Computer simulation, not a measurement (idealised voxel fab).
This is a process module. Its name is voxel gate over fins.
In the cross-section labelled cut, the width is 170 nm and each square cell is 5 nm.
Each cross-section below is a grid of square cells, stated as bands in top-down order, with one or more rows of cells making up each band. Heights first: top, then bottom, in nm. Then materials, left to right, each with a width in nm. "everywhere" on a single material: fills the band edge to edge. "empty": empty space. Height datum 0, below which the as-received substrate wafer is one material. Lowest band open at the bottom, running downward: "from 0 down". It should be noted that a width expressed as "30->40" varies in equal increments from row to row of cells within the band, taking the value of the first number at the top row and that of the second number at the bottom row. No cell of the cross-section changed in a step that is given as "no change occurred". The label "Closed empty spaces" introduces a list of the empty spaces, 8 cells or larger, that have no open way up to the top; each entry in it reads width x height at distance, where the distance is taken from the left edge and all three are stated in nm. Read whatever lies past the settings on a step's line as the simulator's own remark about the step. overlay nm: on a step with a mask, how far right of its planned place the mask lay; negative means left.

-- Process steps (planned)
| 1 | RECEIVE: material Si |
| 2 | CONFORMAL_DEP: material SiN, thk nm 5 |
| 3 | DIRECTIONAL_DEP: material aC, thk nm 10 |
| 4 | PATTERN: tone cover, mask id FINS, material resist, width nm 15, pitch nm 55, thk nm 30, overlay nm 0 |
| 5 | DIRECTIONAL_ETCH: etch materials aC, depth nm 10 |
| 6 | STRIP: etch materials resist |
| 7 | DIRECTIONAL_ETCH: etch materials SiN, depth nm 5 |
| 8 | DIRECTIONAL_ETCH: etch materials Si, depth nm 30 |
| 9 | STRIP: etch materials aC |
| 10 | OXIDIZE: depth nm 5 |
| 11 | FILL_DEP: material SiO2, thk nm 5 |
| 12 | CMP: height nm 5 |
| 13 | MASKED_ETCH: tone open, mask id RAIL, width nm 15, etch materials SiO2, depth nm 30, overlay nm 0 |
| 14 | CONFORMAL_DEP: material TiN, thk nm 5 |
| 15 | FILL_DEP: material W, thk nm 5 |
| 16 | CMP: height nm 5 |
| 17 | SELECTIVE_ETCH: etch materials W Ru TiN, depth nm 25 |
| 18 | FILL_DEP: material SiO2, thk nm 5 |
| 19 | CMP: height nm 5 |
| 20 | SELECTIVE_ETCH: etch materials SiO2, depth nm 20 |
| 21 | STRIP: etch materials SiN |
| 22 | CONFORMAL_DEP: material HfO2, thk nm 5 |
| 23 | CONFORMAL_DEP: material TiN, thk nm 5 |
| 24 | FILL_DEP: material W, thk nm 15 |
| 25 | CMP: height nm 20 |
| 26 | CONFORMAL_DEP: material SiN, thk nm 10 |

-- The following pertains to the first of two wafers, which was processed as planned

-- Delivered wafer in cross-section: state after step 1
  from 0 down | Si everywhere
  Closed empty spaces: none

-- Sectional view: wafer, after step 2
  from 5 to 0 | SiN everywhere
  Everything under 0 stays put, no change at all.

-- Sectional view: wafer, after step 3
  from 15 to 5 | aC everywhere
  Everything under 5 stays put, no change at all.

-- Sectional view: wafer, after step 4
  from 45 to 15 | 20 nm empty | 15 nm resist | 40 nm empty | 15 nm resist | 40 nm empty | 15 nm resist | 25 nm empty
  Everything under 15 stays put, no change at all.

-- Sectional view: wafer, after step 5
  from 35 to 15 | 20 nm empty | 15 nm resist | 40 nm empty | 15 nm resist | 40 nm empty | 15 nm resist | 25 nm empty
  from 15 to 5 | 20 nm empty | 15 nm aC | 40 nm empty | 15 nm aC | 40 nm empty | 15 nm aC | 25 nm empty
  Everything under 5 stays put, no change at all.

-- Sectional view: wafer, after step 6
  from 15 to 5 | 20 nm empty | 15 nm aC | 40 nm empty | 15 nm aC | 40 nm empty | 15 nm aC | 25 nm empty
  Everything under 5 stays put, no change at all.

-- Sectional view: wafer, after step 7
  from 15 to 5 | 20 nm empty | 15 nm aC | 40 nm empty | 15 nm aC | 40 nm empty | 15 nm aC | 25 nm empty
  from 5 to 0 | 20 nm empty | 15 nm SiN | 40 nm empty | 15 nm SiN | 40 nm empty | 15 nm SiN | 25 nm empty
  Everything under 0 stays put, no change at all.

-- Sectional view: wafer, after step 8
  from 15 to 5 | 20 nm empty | 15 nm aC | 40 nm empty | 15 nm aC | 40 nm empty | 15 nm aC | 25 nm empty
  from 5 to 0 | 20 nm empty | 15 nm SiN | 40 nm empty | 15 nm SiN | 40 nm empty | 15 nm SiN | 25 nm empty
  from 0 to -30 | 20 nm empty | 15 nm Si | 40 nm empty | 15 nm Si | 40 nm empty | 15 nm Si | 25 nm empty
  Everything under -30 stays put, no change at all.

-- Sectional view: wafer, after step 9
  from 5 to 0 | 20 nm empty | 15 nm SiN | 40 nm empty | 15 nm SiN | 40 nm empty | 15 nm SiN | 25 nm empty
  Everything under 0 stays put, no change at all.

-- Sectional view: wafer, after step 10
  from 5 to 0 | 20 nm empty | 15 nm SiN | 40 nm empty | 15 nm SiN | 40 nm empty | 15 nm SiN | 25 nm empty
  from 0 to -30 | 20 nm empty | 5 nm SiO2 | 5 nm Si | 5 nm SiO2 | 40 nm empty | 5 nm SiO2 | 5 nm Si | 5 nm SiO2 | 40 nm empty | 5 nm SiO2 | 5 nm Si | 5 nm SiO2 | 25 nm empty
  from -30 to -35 | 25 nm SiO2 | 5 nm Si | 50 nm SiO2 | 5 nm Si | 50 nm SiO2 | 5 nm Si | 30 nm SiO2
  Everything under -35 stays put, no change at all.

-- Sectional view: wafer, after step 11
  from 10 to 5 | SiO2 everywhere
  from 5 to 0 | 20 nm SiO2 | 15 nm SiN | 40 nm SiO2 | 15 nm SiN | 40 nm SiO2 | 15 nm SiN | 25 nm SiO2
  from 0 to -35 | 25 nm SiO2 | 5 nm Si | 50 nm SiO2 | 5 nm Si | 50 nm SiO2 | 5 nm Si | 30 nm SiO2
  Everything under -35 stays put, no change at all.

-- Sectional view: wafer, after step 12
  from 5 to 0 | 20 nm SiO2 | 15 nm SiN | 40 nm SiO2 | 15 nm SiN | 40 nm SiO2 | 15 nm SiN | 25 nm SiO2
  Everything under 0 stays put, no change at all.

-- Sectional view: wafer, after step 13
  from 5 to 0 | 20 nm SiO2 | 15 nm SiN | 10 nm SiO2 | 15 nm empty | 15 nm SiO2 | 15 nm SiN | 40 nm SiO2 | 15 nm SiN | 25 nm SiO2
  from 0 to -25 | 25 nm SiO2 | 5 nm Si | 15 nm SiO2 | 15 nm empty | 20 nm SiO2 | 5 nm Si | 50 nm SiO2 | 5 nm Si | 30 nm SiO2
  Everything under -25 stays put, no change at all.

-- Sectional view: wafer, after step 14
  from 10 to 5 | 50 nm TiN | 5 nm empty | 115 nm TiN
  from 5 to 0 | 20 nm SiO2 | 15 nm SiN | 10 nm SiO2 | 5 nm TiN | 5 nm empty | 5 nm TiN | 15 nm SiO2 | 15 nm SiN | 40 nm SiO2 | 15 nm SiN | 25 nm SiO2
  from 0 to -20 | 25 nm SiO2 | 5 nm Si | 15 nm SiO2 | 5 nm TiN | 5 nm empty | 5 nm TiN | 20 nm SiO2 | 5 nm Si | 50 nm SiO2 | 5 nm Si | 30 nm SiO2
  from -20 to -25 | 25 nm SiO2 | 5 nm Si | 15 nm SiO2 | 15 nm TiN | 20 nm SiO2 | 5 nm Si | 50 nm SiO2 | 5 nm Si | 30 nm SiO2
  Everything under -25 stays put, no change at all.

-- Sectional view: wafer, after step 15
  from 15 to 10 | W everywhere
  from 10 to 5 | 50 nm TiN | 5 nm W | 115 nm TiN
  from 5 to 0 | 20 nm SiO2 | 15 nm SiN | 10 nm SiO2 | 5 nm TiN | 5 nm W | 5 nm TiN | 15 nm SiO2 | 15 nm SiN | 40 nm SiO2 | 15 nm SiN | 25 nm SiO2
  from 0 to -20 | 25 nm SiO2 | 5 nm Si | 15 nm SiO2 | 5 nm TiN | 5 nm W | 5 nm TiN | 20 nm SiO2 | 5 nm Si | 50 nm SiO2 | 5 nm Si | 30 nm SiO2
  Everything under -20 stays put, no change at all.

-- Sectional view: wafer, after step 16
  from 5 to 0 | 20 nm SiO2 | 15 nm SiN | 10 nm SiO2 | 5 nm TiN | 5 nm W | 5 nm TiN | 15 nm SiO2 | 15 nm SiN | 40 nm SiO2 | 15 nm SiN | 25 nm SiO2
  Everything under 0 stays put, no change at all.

-- Sectional view: wafer, after step 17
  from 5 to 0 | 20 nm SiO2 | 15 nm SiN | 10 nm SiO2 | 15 nm empty | 15 nm SiO2 | 15 nm SiN | 40 nm SiO2 | 15 nm SiN | 25 nm SiO2
  from 0 to -20 | 25 nm SiO2 | 5 nm Si | 15 nm SiO2 | 15 nm empty | 20 nm SiO2 | 5 nm Si | 50 nm SiO2 | 5 nm Si | 30 nm SiO2
  Everything under -20 stays put, no change at all.

-- Sectional view: wafer, after step 18
  from 10 to 5 | SiO2 everywhere
  from 5 to 0 | 20 nm SiO2 | 15 nm SiN | 40 nm SiO2 | 15 nm SiN | 40 nm SiO2 | 15 nm SiN | 25 nm SiO2
  from 0 to -20 | 25 nm SiO2 | 5 nm Si | 50 nm SiO2 | 5 nm Si | 50 nm SiO2 | 5 nm Si | 30 nm SiO2
  Everything under -20 stays put, no change at all.

-- Sectional view: wafer, after step 19
  from 5 to 0 | 20 nm SiO2 | 15 nm SiN | 40 nm SiO2 | 15 nm SiN | 40 nm SiO2 | 15 nm SiN | 25 nm SiO2
  Everything under 0 stays put, no change at all.

-- Sectional view: wafer, after step 20
  from 5 to 0 | 20 nm empty | 15 nm SiN | 40 nm empty | 15 nm SiN | 40 nm empty | 15 nm SiN | 25 nm empty
  from 0 to -15 | 25 nm empty | 5 nm Si | 50 nm empty | 5 nm Si | 50 nm empty | 5 nm Si | 30 nm empty
  Everything under -15 stays put, no change at all.

-- Sectional view: wafer, after step 21
  from 0 to -15 | 25 nm empty | 5 nm Si | 50 nm empty | 5 nm Si | 50 nm empty | 5 nm Si | 30 nm empty
  Everything under -15 stays put, no change at all.

-- Sectional view: wafer, after step 22
  from 5 to 0 | 20 nm empty | 15 nm HfO2 | 40 nm empty | 15 nm HfO2 | 40 nm empty | 15 nm HfO2 | 25 nm empty
  from 0 to -10 | 20 nm empty | 5 nm HfO2 | 5 nm Si | 5 nm HfO2 | 40 nm empty | 5 nm HfO2 | 5 nm Si | 5 nm HfO2 | 40 nm empty | 5 nm HfO2 | 5 nm Si | 5 nm HfO2 | 25 nm empty
  from -10 to -15 | 25 nm HfO2 | 5 nm Si | 50 nm HfO2 | 5 nm Si | 50 nm HfO2 | 5 nm Si | 30 nm HfO2
  Everything under -15 stays put, no change at all.

-- Sectional view: wafer, after step 23
  from 10 to 5 | 15 nm empty | 25 nm TiN | 30 nm empty | 25 nm TiN | 30 nm empty | 25 nm TiN | 20 nm empty
  from 5 to 0 | 15 nm empty | 5 nm TiN | 15 nm HfO2 | 5 nm TiN | 30 nm empty | 5 nm TiN | 15 nm HfO2 | 5 nm TiN | 30 nm empty | 5 nm TiN | 15 nm HfO2 | 5 nm TiN | 20 nm empty
  from 0 to -5 | 15 nm empty | 5 nm TiN | 5 nm HfO2 | 5 nm Si | 5 nm HfO2 | 5 nm TiN | 30 nm empty | 5 nm TiN | 5 nm HfO2 | 5 nm Si | 5 nm HfO2 | 5 nm TiN | 30 nm empty | 5 nm TiN | 5 nm HfO2 | 5 nm Si | 5 nm HfO2 | 5 nm TiN | 20 nm empty
  from -5 to -10 | 20 nm TiN | 5 nm HfO2 | 5 nm Si | 5 nm HfO2 | 40 nm TiN | 5 nm HfO2 | 5 nm Si | 5 nm HfO2 | 40 nm TiN | 5 nm HfO2 | 5 nm Si | 5 nm HfO2 | 25 nm TiN
  Everything under -10 stays put, no change at all.

-- Sectional view: wafer, after step 24
  from 25 to 10 | W everywhere
  from 10 to 5 | 15 nm W | 25 nm TiN | 30 nm W | 25 nm TiN | 30 nm W | 25 nm TiN | 20 nm W
  from 5 to 0 | 15 nm W | 5 nm TiN | 15 nm HfO2 | 5 nm TiN | 30 nm W | 5 nm TiN | 15 nm HfO2 | 5 nm TiN | 30 nm W | 5 nm TiN | 15 nm HfO2 | 5 nm TiN | 20 nm W
  from 0 to -5 | 15 nm W | 5 nm TiN | 5 nm HfO2 | 5 nm Si | 5 nm HfO2 | 5 nm TiN | 30 nm W | 5 nm TiN | 5 nm HfO2 | 5 nm Si | 5 nm HfO2 | 5 nm TiN | 30 nm W | 5 nm TiN | 5 nm HfO2 | 5 nm Si | 5 nm HfO2 | 5 nm TiN | 20 nm W
  Everything under -5 stays put, no change at all.

-- Sectional view: wafer, after step 25
  from 20 to 10 | W everywhere
  Everything under 10 stays put, no change at all.

-- Sectional view: wafer, after step 26
  from 30 to 20 | SiN everywhere
  Everything under 20 stays put, no change at all.

-- The second wafer was prepared from the same starting point and under the same plan as the first; its processing contained one mistake, and it remains indistinguishable from the first wafer up to and including step 19

-- Cross-sectional representation of the second wafer at the time designated in the plan for the completion of step 20
  from 5 to 0 | 20 nm SiO2 | 15 nm empty | 40 nm SiO2 | 15 nm empty | 40 nm SiO2 | 15 nm empty | 25 nm SiO2
  Everything under 0 stays put, no change at all.

-- Cross-sectional representation of the second wafer at the time designated in the plan for the completion of step 21
  from 0 to -15 | 25 nm empty | 5 nm Si | 50 nm empty | 5 nm Si | 50 nm empty | 5 nm Si | 30 nm empty
  from -15 to -20 | 25 nm empty | 5 nm Si | 50 nm empty | 5 nm Si | 50 nm empty | 5 nm Si | 25 nm empty | 5 nm SiO2
  Everything under -20 stays put, no change at all.

-- Cross-sectional representation of the second wafer at the time designated in the plan for the completion of step 22
  from 5 to 0 | 20 nm empty | 15 nm HfO2 | 40 nm empty | 15 nm HfO2 | 40 nm empty | 15 nm HfO2 | 25 nm empty
  from 0 to -10 | 20 nm empty | 5 nm HfO2 | 5 nm Si | 5 nm HfO2 | 40 nm empty | 5 nm HfO2 | 5 nm Si | 5 nm HfO2 | 40 nm empty | 5 nm HfO2 | 5 nm Si | 5 nm HfO2 | 25 nm empty
  from -10 to -15 | 20 nm empty | 5 nm HfO2 | 5 nm Si | 5 nm HfO2 | 40 nm empty | 5 nm HfO2 | 5 nm Si | 5 nm HfO2 | 40 nm empty | 5 nm HfO2 | 5 nm Si | 5 nm HfO2 | 15 nm empty | 10 nm HfO2
  from -15 to -20 | 25 nm HfO2 | 5 nm Si | 50 nm HfO2 | 5 nm Si | 50 nm HfO2 | 5 nm Si | 25 nm HfO2 | 5 nm SiO2
  Everything under -20 stays put, no change at all.

-- Cross-sectional representation of the second wafer at the time designated in the plan for the completion of step 23
  from 10 to 5 | 15 nm empty | 25 nm TiN | 30 nm empty | 25 nm TiN | 30 nm empty | 25 nm TiN | 20 nm empty
  from 5 to 0 | 15 nm empty | 5 nm TiN | 15 nm HfO2 | 5 nm TiN | 30 nm empty | 5 nm TiN | 15 nm HfO2 | 5 nm TiN | 30 nm empty | 5 nm TiN | 15 nm HfO2 | 5 nm TiN | 20 nm empty
  from 0 to -5 | 15 nm empty | 5 nm TiN | 5 nm HfO2 | 5 nm Si | 5 nm HfO2 | 5 nm TiN | 30 nm empty | 5 nm TiN | 5 nm HfO2 | 5 nm Si | 5 nm HfO2 | 5 nm TiN | 30 nm empty | 5 nm TiN | 5 nm HfO2 | 5 nm Si | 5 nm HfO2 | 5 nm TiN | 20 nm empty
  from -5 to -10 | 15 nm empty | 5 nm TiN | 5 nm HfO2 | 5 nm Si | 5 nm HfO2 | 5 nm TiN | 30 nm empty | 5 nm TiN | 5 nm HfO2 | 5 nm Si | 5 nm HfO2 | 5 nm TiN | 30 nm empty | 5 nm TiN | 5 nm HfO2 | 5 nm Si | 5 nm HfO2 | 5 nm TiN | 5 nm empty | 15 nm TiN
  from -10 to -15 | 20 nm TiN | 5 nm HfO2 | 5 nm Si | 5 nm HfO2 | 40 nm TiN | 5 nm HfO2 | 5 nm Si | 5 nm HfO2 | 40 nm TiN | 5 nm HfO2 | 5 nm Si | 5 nm HfO2 | 15 nm TiN | 10 nm HfO2
  Everything under -15 stays put, no change at all.

-- Cross-sectional representation of the second wafer at the time designated in the plan for the completion of step 24
  from 25 to 10 | W everywhere
  from 10 to 5 | 15 nm W | 25 nm TiN | 30 nm W | 25 nm TiN | 30 nm W | 25 nm TiN | 20 nm W
  from 5 to 0 | 15 nm W | 5 nm TiN | 15 nm HfO2 | 5 nm TiN | 30 nm W | 5 nm TiN | 15 nm HfO2 | 5 nm TiN | 30 nm W | 5 nm TiN | 15 nm HfO2 | 5 nm TiN | 20 nm W
  from 0 to -5 | 15 nm W | 5 nm TiN | 5 nm HfO2 | 5 nm Si | 5 nm HfO2 | 5 nm TiN | 30 nm W | 5 nm TiN | 5 nm HfO2 | 5 nm Si | 5 nm HfO2 | 5 nm TiN | 30 nm W | 5 nm TiN | 5 nm HfO2 | 5 nm Si | 5 nm HfO2 | 5 nm TiN | 20 nm W
  from -5 to -10 | 15 nm W | 5 nm TiN | 5 nm HfO2 | 5 nm Si | 5 nm HfO2 | 5 nm TiN | 30 nm W | 5 nm TiN | 5 nm HfO2 | 5 nm Si | 5 nm HfO2 | 5 nm TiN | 30 nm W | 5 nm TiN | 5 nm HfO2 | 5 nm Si | 5 nm HfO2 | 5 nm TiN | 5 nm W | 15 nm TiN
  Everything under -10 stays put, no change at all.

-- Cross-sectional representation of the second wafer at the time designated in the plan for the completion of step 25
  from 20 to 10 | W everywhere
  Everything under 10 stays put, no change at all.

-- Cross-sectional representation of the second wafer at the time designated in the plan for the completion of step 26
  from 30 to 20 | SiN everywhere
  Everything under 20 stays put, no change at all.
Plan not followed: plan steps 20 and 21 run swapped
Wafer comparison, final, in cells, second relative to first, materials more or fewer: 7 more of HfO2 | 30 fewer of SiO2 | 7 more of TiN | 16 more of W
